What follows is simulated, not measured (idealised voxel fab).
process module | voxel wiring stack
cross-section cut | 160 nm wide | cells 5 nm
A cross-section is a grid of square cells, given in bands from the top down. A band is one or more rows of cells.
Each band's line starts with the height of the band's top and of its bottom, in nm. Then come its materials from left to right, each with its width in nm. One material with "throughout" fills the band from edge to edge. "air" is empty space.
Height 0 is the level under which the wafer as received is all one material. The lowest band goes on downwards, as in "0 down".
A width such as "30 to 40" changes by the same amount from each row of cells to the next, from the band's top row to its bottom row.
"no change" after a step means that no cell of the cross-section changed.
closed voids: empty space of 8 cells or more with no open way to the top, each as width x height at its distance from the left edge, in nm
after a step's settings: what the simulator itself notes on the step
overlay nm, on a step with a mask: how far to the right of its planned place the mask lay; to the left if negative
plan
1 op RECEIVE | material Si
2 op CONFORMAL_DEP | material SiO2 | thk nm 10
3 op DIRECTIONAL_DEP | material TiN | thk nm 5
4 op DIRECTIONAL_DEP | material W | thk nm 15
5 op PATTERN | tone cover | mask id METAL_1 | material resist | width nm 20 | pitch nm 35 | thk nm 15 | overlay nm 0
6 op DIRECTIONAL_ETCH | etch materials W | depth nm 15
7 op DIRECTIONAL_ETCH | etch materials TiN | depth nm 5
8 op STRIP | etch materials resist
9 op CONFORMAL_DEP | material SiCN | thk nm 5
10 op FILL_DEP | material lowk | thk nm 5
11 op CMP | height nm 30
12 op CONFORMAL_DEP | material SiCN | thk nm 5
13 op DIRECTIONAL_DEP | material lowk | thk nm 35
14 op DIRECTIONAL_DEP | material aC | thk nm 10
15 op PATTERN | tone open | mask id METAL_2 | material resist | width nm 20 | pitch nm 35 | thk nm 30 | overlay nm 0
16 op DIRECTIONAL_ETCH | etch materials aC | depth nm 5
17 op STRIP | etch materials resist
18 op DIRECTIONAL_ETCH | etch materials lowk | depth nm 20
19 op STRIP | etch materials aC
20 op DIRECTIONAL_DEP | material aC | thk nm 10
21 op PATTERN | tone open | mask id METAL_2_HOLES | material resist | width nm 15 | thk nm 30 | overlay nm 0
22 op DIRECTIONAL_ETCH | etch materials aC | depth nm 10
23 op STRIP | etch materials resist
24 op DIRECTIONAL_ETCH | etch materials lowk | depth nm 15
25 op DIRECTIONAL_ETCH | etch materials SiCN | depth nm 5
26 op STRIP | etch materials aC
27 op CONFORMAL_DEP | material TiN | thk nm 5
28 op FILL_DEP | material Cu | thk nm 10
29 op CMP | height nm 70
30 op CONFORMAL_DEP | material SiCN | thk nm 5
31 op DIRECTIONAL_DEP | material SiO2 | thk nm 25
32 op DIRECTIONAL_DEP | material aC | thk nm 10
33 op PATTERN | tone open | mask id METAL_3_HOLES | material resist | width nm 15 | pitch nm 35 | thk nm 30 | overlay nm 0
34 op DIRECTIONAL_ETCH | etch materials aC | depth nm 10
35 op STRIP | etch materials resist
36 op DIRECTIONAL_ETCH | etch materials SiO2 | depth nm 25
37 op STRIP | etch materials aC
38 op PATTERN | tone open | mask id METAL_3 | material resist | width nm 20 | pitch nm 35 | thk nm 15 | overlay nm 0
39 op DIRECTIONAL_ETCH | etch materials SiO2 | depth nm 15
40 op DIRECTIONAL_ETCH | etch materials SiCN | depth nm 5
41 op STRIP | etch materials resist
42 op CONFORMAL_DEP | material TiN | thk nm 5
43 op FILL_DEP | material Ru | thk nm 5
44 op CMP | height nm 100
45 op CONFORMAL_DEP | material SiCN | thk nm 5
varied across the wafers: depth nm of step 16. The plan shows the first wafer's value. All wafers start alike
first wafer as received, after step 1
  0 down: Si throughout
  closed voids: none
each wafer at the end: cells of each material gained (+) or lost (-) since it was received, then its closed voids
depth nm 5 | +2 Cu | +14 Ru | +126 SiCN | +188 SiO2 | +43 TiN | +24 W | +275 lowk | closed voids: none
depth nm 10 | +16 Cu | +14 Ru | +123 SiCN | +188 SiO2 | +64 TiN | +24 W | +243 lowk | closed voids: none
depth nm 15 | +16 Cu | +14 Ru | +123 SiCN | +188 SiO2 | +64 TiN | +24 W | +243 lowk | closed voids: none
depth nm 20 | +16 Cu | +14 Ru | +123 SiCN | +188 SiO2 | +64 TiN | +24 W | +243 lowk | closed voids: none
depth nm 25 | +16 Cu | +14 Ru | +123 SiCN | +188 SiO2 | +64 TiN | +24 W | +243 lowk | closed voids: none
